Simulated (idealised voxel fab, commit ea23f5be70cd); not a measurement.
Title: Process Module voxel transistor to metal
We display cut, a cross-section 200 nm in width whose square cells are each 5 nm.
In this document a cross-section is written as a grid of square cells. It is given as a series of bands, listed from the top down, and a band is one or more rows of cells.
Band: top and bottom heights (nm) first, top before bottom; then materials from left to right, widths in nm. "all across" marks a sole material filling the band edge to edge. "empty" denotes empty space.
We count height from 0. Below that, the starting wafer is all one material. The lowest band never ends at the bottom but goes on down; see "0 -> down" for how that is written.
The expression "30..40" gives the width at the extremes of the band, the first number at its top row of cells and the second at its bottom row, with the width changing by equal amounts from each row to the next in between.
It should be understood that the words "remained unchanged", when stated for a given step, signify that the cross-section underwent no change in any of its cells during that step.
Empty spaces without an open route to the top, at least 8 cells in extent, make up the entry "Closed void table"; each is given as width x height at distance, where the distance is measured from the left edge, and all are in nm.
Whatever follows a step's settings on its line is a remark the simulator itself makes about that step.
When a step includes a mask, the "overlay nm" setting on its line states how far to the right of its planned place that mask lay, and negative values state how far to the left.
Listed below are the process steps as planned
1: RECEIVE [material Si]
2: CONFORMAL_DEP [material SiO2] [thk nm 5]
3: CONFORMAL_DEP [material SiN] [thk nm 15]
4: MASKED_ETCH [tone cover] [mask id ACTIVE] [width nm 85] [etch materials SiN] [depth nm 15] [overlay nm 0]
5: MASKED_ETCH [tone cover] [mask id ACTIVE] [width nm 85] [etch materials SiO2] [depth nm 5] [overlay nm 0]
6: MASKED_ETCH [tone cover] [mask id ACTIVE] [width nm 85] [etch materials Si] [depth nm 25] [overlay nm 0]
7: OXIDIZE [depth nm 5]
8: FILL_DEP [material SiO2] [thk nm 15]
9: CMP [height nm 20]
10: SELECTIVE_ETCH [etch materials SiO2] [depth nm 10]
11: STRIP [etch materials SiN]
12: SELECTIVE_ETCH [etch materials SiO2] [depth nm 5]
13: OXIDIZE [depth nm 5]
14: DIRECTIONAL_DEP [material polySi] [thk nm 30]
15: DIRECTIONAL_DEP [material SiCN] [thk nm 15]
16: DIRECTIONAL_DEP [material aC] [thk nm 10]
17: PATTERN [tone cover] [mask id GATE] [material resist] [width nm 15] [thk nm 25] [overlay nm 0]
18: DIRECTIONAL_ETCH [etch materials aC] [depth nm 10]
19: STRIP [etch materials resist]
20: DIRECTIONAL_ETCH [etch materials SiCN] [depth nm 25]
21: DIRECTIONAL_ETCH [etch materials polySi] [depth nm 40]
22: STRIP [etch materials aC]
23: CONFORMAL_DEP [material SiO2] [thk nm 5]
24: DIRECTIONAL_ETCH [etch materials SiO2] [depth nm 5]
25: CONFORMAL_DEP [material SiN] [thk nm 10]
26: DIRECTIONAL_ETCH [etch materials SiN] [depth nm 10]
27: DIRECTIONAL_ETCH [etch materials SiO2] [depth nm 5]
28: DIRECTIONAL_ETCH [etch materials Si] [depth nm 15]
29: EPI [material nSi] [thk nm 15]
30: FILL_DEP [material SiO2] [thk nm 5]
31: CMP [height nm 45]
32: DIRECTIONAL_DEP [material SiO2] [thk nm 10]
33: DIRECTIONAL_DEP [material aC] [thk nm 10]
34: PATTERN [tone open] [mask id CONTACT] [material resist] [width nm 15] [pitch nm 60] [thk nm 30] [overlay nm 0]
35: DIRECTIONAL_ETCH [etch materials aC] [depth nm 10]
36: STRIP [etch materials resist]
37: DIRECTIONAL_ETCH [etch materials SiO2] [depth nm 45]
38: STRIP [etch materials aC]
39: CONFORMAL_DEP [material TiN] [thk nm 5]
40: FILL_DEP [material W] [thk nm 10]
41: CMP [height nm 55]
42: CONFORMAL_DEP [material SiCN] [thk nm 5]
43: DIRECTIONAL_DEP [material SiO2] [thk nm 15]
44: PATTERN [tone open] [mask id METAL_1] [material resist] [width nm 15] [pitch nm 60] [thk nm 15] [overlay nm 0]
45: DIRECTIONAL_ETCH [etch materials SiO2] [depth nm 15]
46: DIRECTIONAL_ETCH [etch materials SiCN] [depth nm 5]
47: STRIP [etch materials resist]
48: CONFORMAL_DEP [material TiN] [thk nm 5]
49: FILL_DEP [material W] [thk nm 10]
50: CMP [height nm 75]
51: CONFORMAL_DEP [material SiCN] [thk nm 5]
52: DIRECTIONAL_DEP [material SiO2] [thk nm 25]
53: PATTERN [tone open] [mask id METAL_2] [material resist] [width nm 15] [pitch nm 60] [thk nm 20] [overlay nm 0]
54: DIRECTIONAL_ETCH [etch materials SiO2] [depth nm 15]
55: STRIP [etch materials resist]
56: PATTERN [tone open] [mask id METAL_2_HOLES] [material resist] [width nm 15] [pitch nm 60] [thk nm 20] [overlay nm 0]
57: DIRECTIONAL_ETCH [etch materials SiO2] [depth nm 10]
58: DIRECTIONAL_ETCH [etch materials SiCN] [depth nm 5]
59: STRIP [etch materials resist]
60: CONFORMAL_DEP [material TiN] [thk nm 5]
61: FILL_DEP [material Ru] [thk nm 5]
62: CMP [height nm 105]
63: CONFORMAL_DEP [material SiCN] [thk nm 5]
As-received state of the wafer in cross-section, equivalent to post-step 1
* 0 -> down | Si all across
* Closed void table: none
The following cross-section depicts the wafer upon conclusion of the module. Processing commenced from the starting condition illustrated above and adhered to the plan illustrated above, save for one mistake in execution
* 110 -> 105 | SiCN all across
* 105 -> 100 | Ru all across
* 100 -> 95 | TiN: 65 / Ru: 5 / TiN: 55 / Ru: 5 / TiN: 70
* 95 -> 90 | SiO2: 60 / TiN: 15 / SiO2: 45 / TiN: 15 / SiO2: 65
* 90 -> 80 | SiO2 all across
* 80 -> 75 | SiCN all across
* 75 -> 60 | SiO2: 60 / TiN: 5 / W: 5 / TiN: 5 / SiO2: 45 / TiN: 5 / W: 5 / TiN: 5 / SiO2: 65
* 60 -> 55 | SiCN: 60 / TiN: 15 / SiCN: 45 / TiN: 15 / SiCN: 65
* 55 -> 45 | SiO2: 60 / TiN: 5 / W: 5 / TiN: 5 / SiO2: 45 / TiN: 5 / W: 5 / TiN: 5 / SiO2: 65
* 45 -> 30 | SiO2: 60 / TiN: 5 / W: 5 / TiN: 5 / SiN: 10 / SiO2: 5 / SiCN: 15 / SiO2: 5 / SiN: 10 / TiN: 5 / W: 5 / TiN: 5 / SiO2: 65
* 30 -> 15 | SiO2: 60 / TiN: 5 / W: 5 / TiN: 5 / SiN: 10 / SiO2: 5 / polySi: 15 / SiO2: 5 / SiN: 10 / TiN: 5 / W: 5 / TiN: 5 / SiO2: 65
* 15 -> 10 | SiO2: 60 / TiN: 15 / SiN: 10 / SiO2: 5 / polySi: 15 / SiO2: 5 / SiN: 10 / TiN: 15 / SiO2: 65
* 10 -> 5 | SiO2: 60 / nSi: 15 / SiN: 10 / SiO2: 5 / polySi: 15 / SiO2: 5 / SiN: 10 / nSi: 15 / SiO2: 65
* 5 -> 0 | SiO2: 55 / SiN: 10 / nSi: 10 / SiN: 10 / SiO2: 5 / polySi: 15 / SiO2: 5 / SiN: 10 / nSi: 10 / SiN: 10 / SiO2: 60
* 0 -> -5 | SiO2: 65 / nSi: 10 / SiO2: 45 / nSi: 10 / SiO2: 70
* -5 -> -20 | SiO2: 60 / Si: 5 / nSi: 10 / Si: 45 / nSi: 10 / Si: 5 / SiO2: 65
* -20 -> -30 | SiO2: 60 / Si: 75 / SiO2: 65
* -30 -> down | Si all across
* Closed void table: none
Here's what went sideways: contrary to plan, step 56 was performed as PATTERN [tone cover] [mask id METAL_2_HOLES] [material resist] [width nm 15] [pitch nm 60] [thk nm 20] [overlay nm 0]
